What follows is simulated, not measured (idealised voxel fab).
The process module that follows is named voxel ribs on slabs.
Displayed cross-section: cut, width of 270 nm, square cells sized 5 nm.
Each cross-section below is a grid of square cells, stated as bands in top-down order, with one or more rows of cells making up each band. What a band's entry tells you: where the top is and where the bottom is, as heights in nm, and after that what lies inside, material by material from left to right, each with its width in nm. Empty space is written as the word "empty", and a single material marked with the word "everywhere" occupies the band from edge to edge. Ref level 0: as-received wafer is one material below here. Bottom band extends down with no lower bound ("from 0 down"). Read "30..40" as a graded width: first number on top, second number at the bottom, same change between each pair of neighbouring rows. "nothing got changed" (step): cross-section cells unchanged, all of them. Empty spaces counting at least 8 cells and having no open way to the top are listed in "Closed internal voids". The notation width x height at distance is used for each, the distance being from the left edge and all three values in nm. Formally, on a step line, whatever follows the settings is a remark that the simulator itself makes on the step. Regarding "overlay nm": on a step with a mask, it is the distance the mask lay to the right of its planned place; a negative value places it to the left.

plan:
step 1: RECEIVE,material Si
step 2: DIRECTIONAL_DEP,material SiO2,thk nm 25
step 3: DIRECTIONAL_DEP,material polySi,thk nm 15
step 4: DIRECTIONAL_DEP,material aC,thk nm 15
step 5: PATTERN,tone cover,mask id RIB,material resist,width nm 20,thk nm 30,overlay nm 0
step 6: DIRECTIONAL_ETCH,etch materials aC,depth nm 15
step 7: STRIP,etch materials resist
step 8: DIRECTIONAL_ETCH,etch materials polySi,depth nm 10
step 9: STRIP,etch materials aC
step 10: MASKED_ETCH,tone cover,mask id SLAB,width nm 50,etch materials polySi,depth nm 5,overlay nm 0
step 11: FILL_DEP,material SiO2,thk nm 25
step 12: CMP,height nm 55
step 13: DIRECTIONAL_DEP,material W,thk nm 5
step 14: DIRECTIONAL_DEP,material aC,thk nm 10
step 15: PATTERN,tone cover,mask id HEATER,material resist,width nm 30,thk nm 25,overlay nm 0
step 16: DIRECTIONAL_ETCH,etch materials aC,depth nm 10
step 17: STRIP,etch materials resist
step 18: DIRECTIONAL_ETCH,etch materials W,depth nm 5
step 19: STRIP,etch materials aC
step 20: CONFORMAL_DEP,material SiN,thk nm 10

Below: the first of two wafers, run as planned:

Cross-section of the wafer upon arrival, representing the state reached after step 1:
  from 0 down  Si everywhere
  Closed internal voids: none

Wafer xsec, post step 2:
  from 25 to 0  SiO2 everywhere
  Beneath the level 0, the cross-section is identical to its previous state.

Wafer xsec, post step 3:
  from 40 to 25  polySi everywhere
  Beneath the level 25, the cross-section is identical to its previous state.

Wafer xsec, post step 4:
  from 55 to 40  aC everywhere
  Beneath the level 40, the cross-section is identical to its previous state.

Wafer xsec, post step 5:
  from 85 to 55  125 of empty, 20 of resist, 125 of empty
  Beneath the level 55, the cross-section is identical to its previous state.

Wafer xsec, post step 6:
  from 70 to 55  125 of empty, 20 of resist, 125 of empty
  from 55 to 40  125 of empty, 20 of aC, 125 of empty
  Beneath the level 40, the cross-section is identical to its previous state.

Wafer xsec, post step 7:
  from 55 to 40  125 of empty, 20 of aC, 125 of empty
  Beneath the level 40, the cross-section is identical to its previous state.

Wafer xsec, post step 8:
  from 55 to 40  125 of empty, 20 of aC, 125 of empty
  from 40 to 30  125 of empty, 20 of polySi, 125 of empty
  Beneath the level 30, the cross-section is identical to its previous state.

Wafer xsec, post step 9:
  from 40 to 30  125 of empty, 20 of polySi, 125 of empty
  Beneath the level 30, the cross-section is identical to its previous state.

Wafer xsec, post step 10:
  from 40 to 30  125 of empty, 20 of polySi, 125 of empty
  from 30 to 25  110 of empty, 50 of polySi, 110 of empty
  Beneath the level 25, the cross-section is identical to its previous state.

Wafer xsec, post step 11:
  from 65 to 40  SiO2 everywhere
  from 40 to 30  125 of SiO2, 20 of polySi, 125 of SiO2
  from 30 to 25  110 of SiO2, 50 of polySi, 110 of SiO2
  Beneath the level 25, the cross-section is identical to its previous state.

Wafer xsec, post step 12:
  from 55 to 40  SiO2 everywhere
  Beneath the level 40, the cross-section is identical to its previous state.

Wafer xsec, post step 13:
  from 60 to 55  W everywhere
  Beneath the level 55, the cross-section is identical to its previous state.

Wafer xsec, post step 14:
  from 70 to 60  aC everywhere
  Beneath the level 60, the cross-section is identical to its previous state.

Wafer xsec, post step 15:
  from 95 to 70  120 of empty, 30 of resist, 120 of empty
  Beneath the level 70, the cross-section is identical to its previous state.

Wafer xsec, post step 16:
  from 85 to 70  120 of empty, 30 of resist, 120 of empty
  from 70 to 60  120 of empty, 30 of aC, 120 of empty
  Beneath the level 60, the cross-section is identical to its previous state.

Wafer xsec, post step 17:
  from 70 to 60  120 of empty, 30 of aC, 120 of empty
  Beneath the level 60, the cross-section is identical to its previous state.

Wafer xsec, post step 18:
  from 70 to 60  120 of empty, 30 of aC, 120 of empty
  from 60 to 55  120 of empty, 30 of W, 120 of empty
  Beneath the level 55, the cross-section is identical to its previous state.

Wafer xsec, post step 19:
  from 60 to 55  120 of empty, 30 of W, 120 of empty
  Beneath the level 55, the cross-section is identical to its previous state.

Wafer xsec, post step 20:
  from 70 to 65  110 of empty, 50 of SiN, 110 of empty
  from 65 to 60  SiN everywhere
  from 60 to 55  120 of SiN, 30 of W, 120 of SiN
  Beneath the level 55, the cross-section is identical to its previous state.

The second wafer began exactly as the first did and followed the same plan, but one mistake was made while running it; through step 14 inclusive, the two wafers are identical:

Second wafer, sectioned view, at step 15's planned end time:
  from 95 to 70  110 of empty, 30 of resist, 130 of empty
  Beneath the level 70, the cross-section is identical to its previous state.

Second wafer, sectioned view, at step 16's planned end time:
  from 85 to 70  110 of empty, 30 of resist, 130 of empty
  from 70 to 60  110 of empty, 30 of aC, 130 of empty
  Beneath the level 60, the cross-section is identical to its previous state.

Second wafer, sectioned view, at step 17's planned end time:
  from 70 to 60  110 of empty, 30 of aC, 130 of empty
  Beneath the level 60, the cross-section is identical to its previous state.

Second wafer, sectioned view, at step 18's planned end time:
  from 70 to 60  110 of empty, 30 of aC, 130 of empty
  from 60 to 55  110 of empty, 30 of W, 130 of empty
  Beneath the level 55, the cross-section is identical to its previous state.

Second wafer, sectioned view, at step 19's planned end time:
  from 60 to 55  110 of empty, 30 of W, 130 of empty
  Beneath the level 55, the cross-section is identical to its previous state.

Second wafer, sectioned view, at step 20's planned end time:
  from 70 to 65  100 of empty, 50 of SiN, 120 of empty
  from 65 to 60  SiN everywhere
  from 60 to 55  110 of SiN, 30 of W, 130 of SiN
  Beneath the level 55, the cross-section is identical to its previous state.
The plan and the run diverged here: step 15 changed vs plan, executed as PATTERN,tone cover,mask id HEATER,material resist,width nm 30,thk nm 25,overlay nm -10
The two final wafers agree on how many cells each material fills and disagree on which cells those are.
